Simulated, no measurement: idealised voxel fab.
process module | voxel transistor to metal
FYI the section here is cut, 160 nm wide, cells are 5 nm squares.
When this document writes out a cross-section, it uses a grid of square cells and lists it as bands, beginning at the top and moving down, with a band standing for one or more rows of cells.
Read a band's entry like this: the first values are the height of its top and the height of its bottom in nm, and what follows is the sequence of materials from left to right, each with its width in nm. Note that "air" is empty space, and that a single material marked "edge to edge" reaches across the band from edge to edge.
Where do heights start? At 0: under that level the wafer as delivered is made of one material only. And the lowest band has no floor; it just carries on downward, as in "top 0, no bottom".
With a width like "30->40", each row of cells in the band differs from the next by the same amount, the top row carrying the first number and the bottom row the second.
Where the words "nothing different" appear for a step, the cross-section shows no cell changed by that step; every cell remained as before.
In "Voids, fully enclosed" the enclosed voids are listed, meaning empty spaces of 8 cells or larger without any opening to the top. The form is width x height at distance, distance from the left edge, units nm.
What comes after the settings on a step's line is commentary from the simulator itself on that step.
What "overlay nm" on a step's line means: if the step has a mask, that mask lay this far to the right of its planned place, or, when the value is negative, to the left.
Process steps (planned):
- 1: op RECEIVE | material Si
- 2: op OXIDIZE | depth nm 5
- 3: op CONFORMAL_DEP | material SiN | thk nm 15
- 4: op DIRECTIONAL_DEP | material aC | thk nm 10
- 5: op PATTERN | tone cover | mask id ACTIVE | material resist | width nm 125 | thk nm 30 | overlay nm 0
- 6: op DIRECTIONAL_ETCH | etch materials aC | depth nm 10
- 7: op STRIP | etch materials resist
- 8: op DIRECTIONAL_ETCH | etch materials SiN | depth nm 15
- 9: op DIRECTIONAL_ETCH | etch materials SiO2 | depth nm 5
- 10: op DIRECTIONAL_ETCH | etch materials Si | depth nm 30
- 11: op STRIP | etch materials aC
- 12: op OXIDIZE | depth nm 5
- 13: op FILL_DEP | material SiO2 | thk nm 15
- 14: op CMP | height nm 15
- 15: op SELECTIVE_ETCH | etch materials SiO2 | depth nm 10
- 16: op STRIP | etch materials SiN
- 17: op SELECTIVE_ETCH | etch materials SiO2 | depth nm 5
- 18: op OXIDIZE | depth nm 5
- 19: op DIRECTIONAL_DEP | material polySi | thk nm 20
- 20: op DIRECTIONAL_DEP | material SiCN | thk nm 10
- 21: op DIRECTIONAL_DEP | material aC | thk nm 10
- 22: op PATTERN | tone cover | mask id GATE | material resist | width nm 25 | thk nm 30 | overlay nm 0
- 23: op DIRECTIONAL_ETCH | etch materials aC | depth nm 10
- 24: op STRIP | etch materials resist
- 25: op DIRECTIONAL_ETCH | etch materials SiCN | depth nm 20
- 26: op DIRECTIONAL_ETCH | etch materials polySi | depth nm 30
- 27: op STRIP | etch materials aC
- 28: op CONFORMAL_DEP | material SiO2 | thk nm 5
- 29: op DIRECTIONAL_ETCH | etch materials SiO2 | depth nm 5
- 30: op CONFORMAL_DEP | material SiN | thk nm 5
- 31: op DIRECTIONAL_ETCH | etch materials SiN | depth nm 5
- 32: op DIRECTIONAL_ETCH | etch materials SiO2 | depth nm 5
- 33: op DIRECTIONAL_ETCH | etch materials Si | depth nm 5
- 34: op EPI | material nSi | thk nm 5
- 35: op FILL_DEP | material SiO2 | thk nm 10
- 36: op CMP | height nm 25
- 37: op DIRECTIONAL_DEP | material SiO2 | thk nm 15
- 38: op MASKED_ETCH | tone open | mask id CONTACT | width nm 20 | pitch nm 85 | etch materials SiO2 | depth nm 50 | overlay nm 0
- 39: op CONFORMAL_DEP | material TiN | thk nm 5
- 40: op FILL_DEP | material Ru | thk nm 5
- 41: op CMP | height nm 40
- 42: op DIRECTIONAL_DEP | material TiN | thk nm 5
- 43: op DIRECTIONAL_DEP | material Ru | thk nm 20
- 44: op PATTERN | tone cover | mask id METAL_1 | material resist | width nm 20 | pitch nm 85 | thk nm 20 | overlay nm 0
- 45: op DIRECTIONAL_ETCH | etch materials Ru | depth nm 20
- 46: op DIRECTIONAL_ETCH | etch materials TiN | depth nm 5
- 47: op STRIP | etch materials resist
- 48: op CONFORMAL_DEP | material SiN | thk nm 5
- 49: op FILL_DEP | material SiO2 | thk nm 10
- 50: op CMP | height nm 65
- 51: op CONFORMAL_DEP | material SiCN | thk nm 5
What follows covers the first of two wafers; it ran as planned:
Received-state cross-section, reflecting completion of step 1:
- top 0, no bottom  Si edge to edge
- Voids, fully enclosed: none
The wafer, seen in cross-section, after step 2:
- top 0, bottom -5  SiO2 edge to edge
- Below -5, no change.
The wafer, seen in cross-section, after step 3:
- top 15, bottom 0  SiN edge to edge
- Below 0, no change.
The wafer, seen in cross-section, after step 4:
- top 25, bottom 15  aC edge to edge
- Below 15, no change.
The wafer, seen in cross-section, after step 5:
- top 55, bottom 25  air (15)  resist (125)  air (20)
- Below 25, no change.
The wafer, seen in cross-section, after step 6:
- top 45, bottom 25  air (15)  resist (125)  air (20)
- top 25, bottom 15  air (15)  aC (125)  air (20)
- Below 15, no change.
The wafer, seen in cross-section, after step 7:
- top 25, bottom 15  air (15)  aC (125)  air (20)
- Below 15, no change.
The wafer, seen in cross-section, after step 8:
- top 25, bottom 15  air (15)  aC (125)  air (20)
- top 15, bottom 0  air (15)  SiN (125)  air (20)
- Below 0, no change.
The wafer, seen in cross-section, after step 9:
- top 25, bottom 15  air (15)  aC (125)  air (20)
- top 15, bottom 0  air (15)  SiN (125)  air (20)
- top 0, bottom -5  air (15)  SiO2 (125)  air (20)
- Below -5, no change.
The wafer, seen in cross-section, after step 10:
- top 25, bottom 15  air (15)  aC (125)  air (20)
- top 15, bottom 0  air (15)  SiN (125)  air (20)
- top 0, bottom -5  air (15)  SiO2 (125)  air (20)
- top -5, bottom -35  air (15)  Si (125)  air (20)
- Below -35, no change.
The wafer, seen in cross-section, after step 11:
- top 15, bottom 0  air (15)  SiN (125)  air (20)
- Below 0, no change.
The wafer, seen in cross-section, after step 12:
- top 15, bottom 0  air (15)  SiN (125)  air (20)
- top 0, bottom -5  air (15)  SiO2 (125)  air (20)
- top -5, bottom -35  air (15)  SiO2 (5)  Si (115)  SiO2 (5)  air (20)
- top -35, bottom -40  SiO2 (20)  Si (115)  SiO2 (25)
- Below -40, no change.
The wafer, seen in cross-section, after step 13:
- top 30, bottom 15  SiO2 edge to edge
- top 15, bottom 0  SiO2 (15)  SiN (125)  SiO2 (20)
- top 0, bottom -5  SiO2 edge to edge
- top -5, bottom -40  SiO2 (20)  Si (115)  SiO2 (25)
- Below -40, no change.
The wafer, seen in cross-section, after step 14:
- top 15, bottom 0  SiO2 (15)  SiN (125)  SiO2 (20)
- Below 0, no change.
The wafer, seen in cross-section, after step 15:
- top 15, bottom 5  air (15)  SiN (125)  air (20)
- Below 5, no change.
The wafer, seen in cross-section, after step 16:
- top 5, bottom 0  SiO2 (15)  air (125)  SiO2 (20)
- Below 0, no change.
The wafer, seen in cross-section, after step 17:
- top 0, bottom -5  SiO2 (10)  air (135)  SiO2 (15)
- Below -5, no change.
The wafer, seen in cross-section, after step 18:
- top 0, bottom -5  SiO2 (10)  air (135)  SiO2 (15)
- top -5, bottom -10  SiO2 edge to edge
- Below -10, no change.
The wafer, seen in cross-section, after step 19:
- top 20, bottom 15  polySi (10)  air (135)  polySi (15)
- top 15, bottom 0  polySi edge to edge
- top 0, bottom -5  SiO2 (10)  polySi (135)  SiO2 (15)
- Below -5, no change.
The wafer, seen in cross-section, after step 20:
- top 30, bottom 25  SiCN (10)  air (135)  SiCN (15)
- top 25, bottom 20  SiCN edge to edge
- top 20, bottom 15  polySi (10)  SiCN (135)  polySi (15)
- Below 15, no change.
The wafer, seen in cross-section, after step 21:
- top 40, bottom 35  aC (10)  air (135)  aC (15)
- top 35, bottom 30  aC edge to edge
- top 30, bottom 25  SiCN (10)  aC (135)  SiCN (15)
- Below 25, no change.
The wafer, seen in cross-section, after step 22:
- top 70, bottom 40  air (65)  resist (25)  air (70)
- top 40, bottom 35  aC (10)  air (55)  resist (25)  air (55)  aC (15)
- Below 35, no change.
The wafer, seen in cross-section, after step 23:
- top 60, bottom 35  air (65)  resist (25)  air (70)
- top 35, bottom 30  air (65)  aC (25)  air (70)
- top 30, bottom 25  SiCN (10)  air (55)  aC (25)  air (55)  SiCN (15)
- Below 25, no change.
The wafer, seen in cross-section, after step 24:
- top 35, bottom 30  air (65)  aC (25)  air (70)
- Below 30, no change.
The wafer, seen in cross-section, after step 25:
- top 35, bottom 25  air (65)  aC (25)  air (70)
- top 25, bottom 20  air (65)  SiCN (25)  air (70)
- top 20, bottom 15  polySi (10)  air (55)  SiCN (25)  air (55)  polySi (15)
- Below 15, no change.
The wafer, seen in cross-section, after step 26:
- top 35, bottom 25  air (65)  aC (25)  air (70)
- top 25, bottom 15  air (65)  SiCN (25)  air (70)
- top 15, bottom 0  air (65)  polySi (25)  air (70)
- top 0, bottom -5  SiO2 (10)  air (55)  polySi (25)  air (55)  SiO2 (15)
- Below -5, no change.
The wafer, seen in cross-section, after step 27:
- top 25, bottom 15  air (65)  SiCN (25)  air (70)
- Below 15, no change.
The wafer, seen in cross-section, after step 28:
- top 30, bottom 25  air (60)  SiO2 (35)  air (65)
- top 25, bottom 15  air (60)  SiO2 (5)  SiCN (25)  SiO2 (5)  air (65)
- top 15, bottom 5  air (60)  SiO2 (5)  polySi (25)  SiO2 (5)  air (65)
- top 5, bottom 0  SiO2 (15)  air (45)  SiO2 (5)  polySi (25)  SiO2 (5)  air (45)  SiO2 (20)
- top 0, bottom -5  SiO2 (65)  polySi (25)  SiO2 (70)
- Below -5, no change.
The wafer, seen in cross-section, after step 29:
- top 25, bottom 15  air (60)  SiO2 (5)  SiCN (25)  SiO2 (5)  air (65)
- top 15, bottom 0  air (60)  SiO2 (5)  polySi (25)  SiO2 (5)  air (65)
- top 0, bottom -5  SiO2 (15)  air (45)  SiO2 (5)  polySi (25)  SiO2 (5)  air (45)  SiO2 (20)
- Below -5, no change.
The wafer, seen in cross-section, after step 30:
- top 30, bottom 25  air (55)  SiN (45)  air (60)
- top 25, bottom 15  air (55)  SiN (5)  SiO2 (5)  SiCN (25)  SiO2 (5)  SiN (5)  air (60)
- top 15, bottom 5  air (55)  SiN (5)  SiO2 (5)  polySi (25)  SiO2 (5)  SiN (5)  air (60)
- top 5, bottom 0  SiN (20)  air (35)  SiN (5)  SiO2 (5)  polySi (25)  SiO2 (5)  SiN (5)  air (35)  SiN (25)
- top 0, bottom -5  SiO2 (15)  SiN (45)  SiO2 (5)  polySi (25)  SiO2 (5)  SiN (45)  SiO2 (20)
- Below -5, no change.
The wafer, seen in cross-section, after step 31:
- top 25, bottom 15  air (55)  SiN (5)  SiO2 (5)  SiCN (25)  SiO2 (5)  SiN (5)  air (60)
- top 15, bottom 0  air (55)  SiN (5)  SiO2 (5)  polySi (25)  SiO2 (5)  SiN (5)  air (60)
- top 0, bottom -5  SiO2 (15)  SiN (5)  air (35)  SiN (5)  SiO2 (5)  polySi (25)  SiO2 (5)  SiN (5)  air (35)  SiN (5)  SiO2 (20)
- Below -5, no change.
The wafer, seen in cross-section, after step 32:
- top 25, bottom 20  air (55)  SiN (5)  air (5)  SiCN (25)  air (5)  SiN (5)  air (60)
- top 20, bottom 15  air (55)  SiN (5)  SiO2 (5)  SiCN (25)  SiO2 (5)  SiN (5)  air (60)
- top 15, bottom 0  air (55)  SiN (5)  SiO2 (5)  polySi (25)  SiO2 (5)  SiN (5)  air (60)
- top 0, bottom -5  air (15)  SiN (5)  air (35)  SiN (5)  SiO2 (5)  polySi (25)  SiO2 (5)  SiN (5)  air (35)  SiN (5)  air (20)
- top -5, bottom -10  SiO2 (20)  air (35)  SiO2 (45)  air (35)  SiO2 (25)
- Below -10, no change.
The wafer, seen in cross-section, after step 33:
- top 25, bottom 20  air (55)  SiN (5)  air (5)  SiCN (25)  air (5)  SiN (5)  air (60)
- top 20, bottom 15  air (55)  SiN (5)  SiO2 (5)  SiCN (25)  SiO2 (5)  SiN (5)  air (60)
- top 15, bottom 0  air (55)  SiN (5)  SiO2 (5)  polySi (25)  SiO2 (5)  SiN (5)  air (60)
- top 0, bottom -5  air (15)  SiN (5)  air (35)  SiN (5)  SiO2 (5)  polySi (25)  SiO2 (5)  SiN (5)  air (35)  SiN (5)  air (20)
- top -5, bottom -10  SiO2 (20)  air (35)  SiO2 (45)  air (35)  SiO2 (25)
- top -10, bottom -15  SiO2 (20)  air (35)  Si (45)  air (35)  SiO2 (25)
- Below -15, no change.
The wafer, seen in cross-section, after step 34:
- top 25, bottom 20  air (55)  SiN (5)  air (5)  SiCN (25)  air (5)  SiN (5)  air (60)
- top 20, bottom 15  air (55)  SiN (5)  SiO2 (5)  SiCN (25)  SiO2 (5)  SiN (5)  air (60)
- top 15, bottom 0  air (55)  SiN (5)  SiO2 (5)  polySi (25)  SiO2 (5)  SiN (5)  air (60)
- top 0, bottom -5  air (15)  SiN (5)  air (35)  SiN (5)  SiO2 (5)  polySi (25)  SiO2 (5)  SiN (5)  air (35)  SiN (5)  air (20)
- top -5, bottom -10  SiO2 (20)  air (30)  nSi (5)  SiO2 (45)  nSi (5)  air (30)  SiO2 (25)
- top -10, bottom -15  SiO2 (20)  nSi (35)  Si (45)  nSi (35)  SiO2 (25)
- Below -15, no change.
The wafer, seen in cross-section, after step 35:
- top 35, bottom 25  SiO2 edge to edge
- top 25, bottom 15  SiO2 (55)  SiN (5)  SiO2 (5)  SiCN (25)  SiO2 (5)  SiN (5)  SiO2 (60)
- top 15, bottom 0  SiO2 (55)  SiN (5)  SiO2 (5)  polySi (25)  SiO2 (5)  SiN (5)  SiO2 (60)
- top 0, bottom -5  SiO2 (15)  SiN (5)  SiO2 (35)  SiN (5)  SiO2 (5)  polySi (25)  SiO2 (5)  SiN (5)  SiO2 (35)  SiN (5)  SiO2 (20)
- top -5, bottom -10  SiO2 (50)  nSi (5)  SiO2 (45)  nSi (5)  SiO2 (55)
- Below -10, no change.
The wafer, seen in cross-section, after step 36:
- top 25, bottom 15  SiO2 (55)  SiN (5)  SiO2 (5)  SiCN (25)  SiO2 (5)  SiN (5)  SiO2 (60)
- Below 15, no change.
The wafer, seen in cross-section, after step 37:
- top 40, bottom 25  SiO2 edge to edge
- Below 25, no change.
The wafer, seen in cross-section, after step 38:
- top 40, bottom 25  SiO2 (25)  air (20)  SiO2 (65)  air (20)  SiO2 (30)
- top 25, bottom 15  SiO2 (25)  air (20)  SiO2 (10)  SiN (5)  SiO2 (5)  SiCN (25)  SiO2 (5)  SiN (5)  SiO2 (10)  air (20)  SiO2 (30)
- top 15, bottom 0  SiO2 (25)  air (20)  SiO2 (10)  SiN (5)  SiO2 (5)  polySi (25)  SiO2 (5)  SiN (5)  SiO2 (10)  air (20)  SiO2 (30)
- top 0, bottom -5  SiO2 (15)  SiN (5)  SiO2 (5)  air (20)  SiO2 (10)  SiN (5)  SiO2 (5)  polySi (25)  SiO2 (5)  SiN (5)  SiO2 (10)  air (20)  SiO2 (5)  SiN (5)  SiO2 (20)
- top -5, bottom -10  SiO2 (25)  air (20)  SiO2 (5)  nSi (5)  SiO2 (45)  nSi (5)  SiO2 (5)  air (20)  SiO2 (30)
- Below -10, no change.
The wafer, seen in cross-section, after step 39:
- top 45, bottom 40  TiN (30)  air (10)  TiN (75)  air (10)  TiN (35)
- top 40, bottom 25  SiO2 (25)  TiN (5)  air (10)  TiN (5)  SiO2 (65)  TiN (5)  air (10)  TiN (5)  SiO2 (30)
- top 25, bottom 15  SiO2 (25)  TiN (5)  air (10)  TiN (5)  SiO2 (10)  SiN (5)  SiO2 (5)  SiCN (25)  SiO2 (5)  SiN (5)  SiO2 (10)  TiN (5)  air (10)  TiN (5)  SiO2 (30)
- top 15, bottom 0  SiO2 (25)  TiN (5)  air (10)  TiN (5)  SiO2 (10)  SiN (5)  SiO2 (5)  polySi (25)  SiO2 (5)  SiN (5)  SiO2 (10)  TiN (5)  air (10)  TiN (5)  SiO2 (30)
- top 0, bottom -5  SiO2 (15)  SiN (5)  SiO2 (5)  TiN (5)  air (10)  TiN (5)  SiO2 (10)  SiN (5)  SiO2 (5)  polySi (25)  SiO2 (5)  SiN (5)  SiO2 (10)  TiN (5)  air (10)  TiN (5)  SiO2 (5)  SiN (5)  SiO2 (20)
- top -5, bottom -10  SiO2 (25)  TiN (20)  SiO2 (5)  nSi (5)  SiO2 (45)  nSi (5)  SiO2 (5)  TiN (20)  SiO2 (30)
- Below -10, no change.
The wafer, seen in cross-section, after step 40:
- top 50, bottom 45  Ru edge to edge
- top 45, bottom 40  TiN (30)  Ru (10)  TiN (75)  Ru (10)  TiN (35)
- top 40, bottom 25  SiO2 (25)  TiN (5)  Ru (10)  TiN (5)  SiO2 (65)  TiN (5)  Ru (10)  TiN (5)  SiO2 (30)
- top 25, bottom 15  SiO2 (25)  TiN (5)  Ru (10)  TiN (5)  SiO2 (10)  SiN (5)  SiO2 (5)  SiCN (25)  SiO2 (5)  SiN (5)  SiO2 (10)  TiN (5)  Ru (10)  TiN (5)  SiO2 (30)
- top 15, bottom 0  SiO2 (25)  TiN (5)  Ru (10)  TiN (5)  SiO2 (10)  SiN (5)  SiO2 (5)  polySi (25)  SiO2 (5)  SiN (5)  SiO2 (10)  TiN (5)  Ru (10)  TiN (5)  SiO2 (30)
- top 0, bottom -5  SiO2 (15)  SiN (5)  SiO2 (5)  TiN (5)  Ru (10)  TiN (5)  SiO2 (10)  SiN (5)  SiO2 (5)  polySi (25)  SiO2 (5)  SiN (5)  SiO2 (10)  TiN (5)  Ru (10)  TiN (5)  SiO2 (5)  SiN (5)  SiO2 (20)
- Below -5, no change.
The wafer, seen in cross-section, after step 41:
- top 40, bottom 25  SiO2 (25)  TiN (5)  Ru (10)  TiN (5)  SiO2 (65)  TiN (5)  Ru (10)  TiN (5)  SiO2 (30)
- Below 25, no change.
The wafer, seen in cross-section, after step 42:
- top 45, bottom 40  TiN edge to edge
- Below 40, no change.
The wafer, seen in cross-section, after step 43:
- top 65, bottom 45  Ru edge to edge
- Below 45, no change.
The wafer, seen in cross-section, after step 44:
- top 85, bottom 65  air (25)  resist (20)  air (65)  resist (20)  air (30)
- Below 65, no change.
The wafer, seen in cross-section, after step 45:
- top 85, bottom 65  air (25)  resist (20)  air (65)  resist (20)  air (30)
- top 65, bottom 45  air (25)  Ru (20)  air (65)  Ru (20)  air (30)
- Below 45, no change.
The wafer, seen in cross-section, after step 46:
- top 85, bottom 65  air (25)  resist (20)  air (65)  resist (20)  air (30)
- top 65, bottom 45  air (25)  Ru (20)  air (65)  Ru (20)  air (30)
- top 45, bottom 40  air (25)  TiN (20)  air (65)  TiN (20)  air (30)
- Below 40, no change.
The wafer, seen in cross-section, after step 47:
- top 65, bottom 45  air (25)  Ru (20)  air (65)  Ru (20)  air (30)
- Below 45, no change.
The wafer, seen in cross-section, after step 48:
- top 70, bottom 65  air (20)  SiN (30)  air (55)  SiN (30)  air (25)
- top 65, bottom 45  air (20)  SiN (5)  Ru (20)  SiN (5)  air (55)  SiN (5)  Ru (20)  SiN (5)  air (25)
- top 45, bottom 40  SiN (25)  TiN (20)  SiN (65)  TiN (20)  SiN (30)
- Below 40, no change.
The wafer, seen in cross-section, after step 49:
- top 80, bottom 70  SiO2 edge to edge
- top 70, bottom 65  SiO2 (20)  SiN (30)  SiO2 (55)  SiN (30)  SiO2 (25)
- top 65, bottom 45  SiO2 (20)  SiN (5)  Ru (20)  SiN (5)  SiO2 (55)  SiN (5)  Ru (20)  SiN (5)  SiO2 (25)
- Below 45, no change.
The wafer, seen in cross-section, after step 50:
- top 65, bottom 45  SiO2 (20)  SiN (5)  Ru (20)  SiN (5)  SiO2 (55)  SiN (5)  Ru (20)  SiN (5)  SiO2 (25)
- Below 45, no change.
The wafer, seen in cross-section, after step 51:
- top 70, bottom 65  SiCN edge to edge
- Below 65, no change.
Second wafer, same starting state and plan as the first, one mistake in the run, identical through step 13:
Cross-sectional representation of the second wafer at the time designated in the plan for the completion of step 14: nothing different
Cross-sectional representation of the second wafer at the time designated in the plan for the completion of step 15:
- top 20, bottom 15  SiO2 edge to edge
- Below 15, no change.
Cross-sectional representation of the second wafer at the time designated in the plan for the completion of step 16: nothing different
Cross-sectional representation of the second wafer at the time designated in the plan for the completion of step 17:
- top 15, bottom 0  SiO2 (15)  SiN (125)  SiO2 (20)
- Below 0, no change.
Cross-sectional representation of the second wafer at the time designated in the plan for the completion of step 18: nothing different
Cross-sectional representation of the second wafer at the time designated in the plan for the completion of step 19:
- top 35, bottom 15  polySi edge to edge
- Below 15, no change.
Cross-sectional representation of the second wafer at the time designated in the plan for the completion of step 20:
- top 45, bottom 35  SiCN edge to edge
- Below 35, no change.
Cross-sectional representation of the second wafer at the time designated in the plan for the completion of step 21:
- top 55, bottom 45  aC edge to edge
- Below 45, no change.
Cross-sectional representation of the second wafer at the time designated in the plan for the completion of step 22:
- top 85, bottom 55  air (65)  resist (25)  air (70)
- Below 55, no change.
Cross-sectional representation of the second wafer at the time designated in the plan for the completion of step 23:
- top 75, bottom 55  air (65)  resist (25)  air (70)
- top 55, bottom 45  air (65)  aC (25)  air (70)
- Below 45, no change.
Cross-sectional representation of the second wafer at the time designated in the plan for the completion of step 24:
- top 55, bottom 45  air (65)  aC (25)  air (70)
- Below 45, no change.
Cross-sectional representation of the second wafer at the time designated in the plan for the completion of step 25:
- top 55, bottom 45  air (65)  aC (25)  air (70)
- top 45, bottom 35  air (65)  SiCN (25)  air (70)
- Below 35, no change.
Cross-sectional representation of the second wafer at the time designated in the plan for the completion of step 26:
- top 55, bottom 45  air (65)  aC (25)  air (70)
- top 45, bottom 35  air (65)  SiCN (25)  air (70)
- top 35, bottom 15  air (65)  polySi (25)  air (70)
- Below 15, no change.
Cross-sectional representation of the second wafer at the time designated in the plan for the completion of step 27:
- top 45, bottom 35  air (65)  SiCN (25)  air (70)
- Below 35, no change.
Cross-sectional representation of the second wafer at the time designated in the plan for the completion of step 28:
- top 50, bottom 45  air (60)  SiO2 (35)  air (65)
- top 45, bottom 35  air (60)  SiO2 (5)  SiCN (25)  SiO2 (5)  air (65)
- top 35, bottom 20  air (60)  SiO2 (5)  polySi (25)  SiO2 (5)  air (65)
- top 20, bottom 15  SiO2 (65)  polySi (25)  SiO2 (70)
- Below 15, no change.
Cross-sectional representation of the second wafer at the time designated in the plan for the completion of step 29:
- top 45, bottom 35  air (60)  SiO2 (5)  SiCN (25)  SiO2 (5)  air (65)
- top 35, bottom 15  air (60)  SiO2 (5)  polySi (25)  SiO2 (5)  air (65)
- Below 15, no change.
Cross-sectional representation of the second wafer at the time designated in the plan for the completion of step 30:
- top 50, bottom 45  air (55)  SiN (45)  air (60)
- top 45, bottom 35  air (55)  SiN (5)  SiO2 (5)  SiCN (25)  SiO2 (5)  SiN (5)  air (60)
- top 35, bottom 20  air (55)  SiN (5)  SiO2 (5)  polySi (25)  SiO2 (5)  SiN (5)  air (60)
- top 20, bottom 15  SiN (60)  SiO2 (5)  polySi (25)  SiO2 (5)  SiN (65)
- Below 15, no change.
Cross-sectional representation of the second wafer at the time designated in the plan for the completion of step 31:
- top 45, bottom 35  air (55)  SiN (5)  SiO2 (5)  SiCN (25)  SiO2 (5)  SiN (5)  air (60)
- top 35, bottom 15  air (55)  SiN (5)  SiO2 (5)  polySi (25)  SiO2 (5)  SiN (5)  air (60)
- Below 15, no change.
Cross-sectional representation of the second wafer at the time designated in the plan for the completion of step 32:
- top 45, bottom 40  air (55)  SiN (5)  air (5)  SiCN (25)  air (5)  SiN (5)  air (60)
- top 40, bottom 35  air (55)  SiN (5)  SiO2 (5)  SiCN (25)  SiO2 (5)  SiN (5)  air (60)
- top 35, bottom 15  air (55)  SiN (5)  SiO2 (5)  polySi (25)  SiO2 (5)  SiN (5)  air (60)
- top 15, bottom 10  air (15)  SiN (125)  air (20)
- Below 10, no change.
Cross-sectional representation of the second wafer at the time designated in the plan for the completion of step 33: nothing different
Cross-sectional representation of the second wafer at the time designated in the plan for the completion of step 34: nothing different
Cross-sectional representation of the second wafer at the time designated in the plan for the completion of step 35:
- top 55, bottom 45  SiO2 edge to edge
- top 45, bottom 35  SiO2 (55)  SiN (5)  SiO2 (5)  SiCN (25)  SiO2 (5)  SiN (5)  SiO2 (60)
- top 35, bottom 15  SiO2 (55)  SiN (5)  SiO2 (5)  polySi (25)  SiO2 (5)  SiN (5)  SiO2 (60)
- top 15, bottom 0  SiO2 (15)  SiN (125)  SiO2 (20)
- Below 0, no change.
Cross-sectional representation of the second wafer at the time designated in the plan for the completion of step 36:
- top 25, bottom 15  SiO2 (55)  SiN (5)  SiO2 (5)  polySi (25)  SiO2 (5)  SiN (5)  SiO2 (60)
- Below 15, no change.
Cross-sectional representation of the second wafer at the time designated in the plan for the completion of step 37:
- top 40, bottom 25  SiO2 edge to edge
- Below 25, no change.
Cross-sectional representation of the second wafer at the time designated in the plan for the completion of step 38:
- top 40, bottom 25  SiO2 (25)  air (20)  SiO2 (65)  air (20)  SiO2 (30)
- top 25, bottom 15  SiO2 (25)  air (20)  SiO2 (10)  SiN (5)  SiO2 (5)  polySi (25)  SiO2 (5)  SiN (5)  SiO2 (10)  air (20)  SiO2 (30)
- Below 15, no change.
Cross-sectional representation of the second wafer at the time designated in the plan for the completion of step 39:
- top 45, bottom 40  TiN (30)  air (10)  TiN (75)  air (10)  TiN (35)
- top 40, bottom 25  SiO2 (25)  TiN (5)  air (10)  TiN (5)  SiO2 (65)  TiN (5)  air (10)  TiN (5)  SiO2 (30)
- top 25, bottom 20  SiO2 (25)  TiN (5)  air (10)  TiN (5)  SiO2 (10)  SiN (5)  SiO2 (5)  polySi (25)  SiO2 (5)  SiN (5)  SiO2 (10)  TiN (5)  air (10)  TiN (5)  SiO2 (30)
- top 20, bottom 15  SiO2 (25)  TiN (20)  SiO2 (10)  SiN (5)  SiO2 (5)  polySi (25)  SiO2 (5)  SiN (5)  SiO2 (10)  TiN (20)  SiO2 (30)
- Below 15, no change.
Cross-sectional representation of the second wafer at the time designated in the plan for the completion of step 40:
- top 50, bottom 45  Ru edge to edge
- top 45, bottom 40  TiN (30)  Ru (10)  TiN (75)  Ru (10)  TiN (35)
- top 40, bottom 25  SiO2 (25)  TiN (5)  Ru (10)  TiN (5)  SiO2 (65)  TiN (5)  Ru (10)  TiN (5)  SiO2 (30)
- top 25, bottom 20  SiO2 (25)  TiN (5)  Ru (10)  TiN (5)  SiO2 (10)  SiN (5)  SiO2 (5)  polySi (25)  SiO2 (5)  SiN (5)  SiO2 (10)  TiN (5)  Ru (10)  TiN (5)  SiO2 (30)
- Below 20, no change.
Cross-sectional representation of the second wafer at the time designated in the plan for the completion of step 41:
- top 40, bottom 25  SiO2 (25)  TiN (5)  Ru (10)  TiN (5)  SiO2 (65)  TiN (5)  Ru (10)  TiN (5)  SiO2 (30)
- Below 25, no change.
Cross-sectional representation of the second wafer at the time designated in the plan for the completion of step 42:
- top 45, bottom 40  TiN edge to edge
- Below 40, no change.
Cross-sectional representation of the second wafer at the time designated in the plan for the completion of step 43:
- top 65, bottom 45  Ru edge to edge
- Below 45, no change.
Cross-sectional representation of the second wafer at the time designated in the plan for the completion of step 44:
- top 85, bottom 65  air (25)  resist (20)  air (65)  resist (20)  air (30)
- Below 65, no change.
Cross-sectional representation of the second wafer at the time designated in the plan for the completion of step 45:
- top 85, bottom 65  air (25)  resist (20)  air (65)  resist (20)  air (30)
- top 65, bottom 45  air (25)  Ru (20)  air (65)  Ru (20)  air (30)
- Below 45, no change.
Cross-sectional representation of the second wafer at the time designated in the plan for the completion of step 46:
- top 85, bottom 65  air (25)  resist (20)  air (65)  resist (20)  air (30)
- top 65, bottom 45  air (25)  Ru (20)  air (65)  Ru (20)  air (30)
- top 45, bottom 40  air (25)  TiN (20)  air (65)  TiN (20)  air (30)
- Below 40, no change.
Cross-sectional representation of the second wafer at the time designated in the plan for the completion of step 47:
- top 65, bottom 45  air (25)  Ru (20)  air (65)  Ru (20)  air (30)
- Below 45, no change.
Cross-sectional representation of the second wafer at the time designated in the plan for the completion of step 48:
- top 70, bottom 65  air (20)  SiN (30)  air (55)  SiN (30)  air (25)
- top 65, bottom 45  air (20)  SiN (5)  Ru (20)  SiN (5)  air (55)  SiN (5)  Ru (20)  SiN (5)  air (25)
- top 45, bottom 40  SiN (25)  TiN (20)  SiN (65)  TiN (20)  SiN (30)
- Below 40, no change.
Cross-sectional representation of the second wafer at the time designated in the plan for the completion of step 49:
- top 80, bottom 70  SiO2 edge to edge
- top 70, bottom 65  SiO2 (20)  SiN (30)  SiO2 (55)  SiN (30)  SiO2 (25)
- top 65, bottom 45  SiO2 (20)  SiN (5)  Ru (20)  SiN (5)  SiO2 (55)  SiN (5)  Ru (20)  SiN (5)  SiO2 (25)
- Below 45, no change.
Cross-sectional representation of the second wafer at the time designated in the plan for the completion of step 50:
- top 65, bottom 45  SiO2 (20)  SiN (5)  Ru (20)  SiN (5)  SiO2 (55)  SiN (5)  Ru (20)  SiN (5)  SiO2 (25)
- Below 45, no change.
Cross-sectional representation of the second wafer at the time designated in the plan for the completion of step 51:
- top 70, bottom 65  SiCN edge to edge
- Below 65, no change.
The plan and the run diverged here: plan step 14 never ran because it was skipped
The closing comparison, in cells, has the second wafer with more or fewer of some materials than the first: 20 fewer of Ru | 37 more of Si | 10 fewer of SiCN | 65 more of SiN | 26 fewer of SiO2 | 20 fewer of TiN | 16 fewer of nSi | 10 fewer of polySi
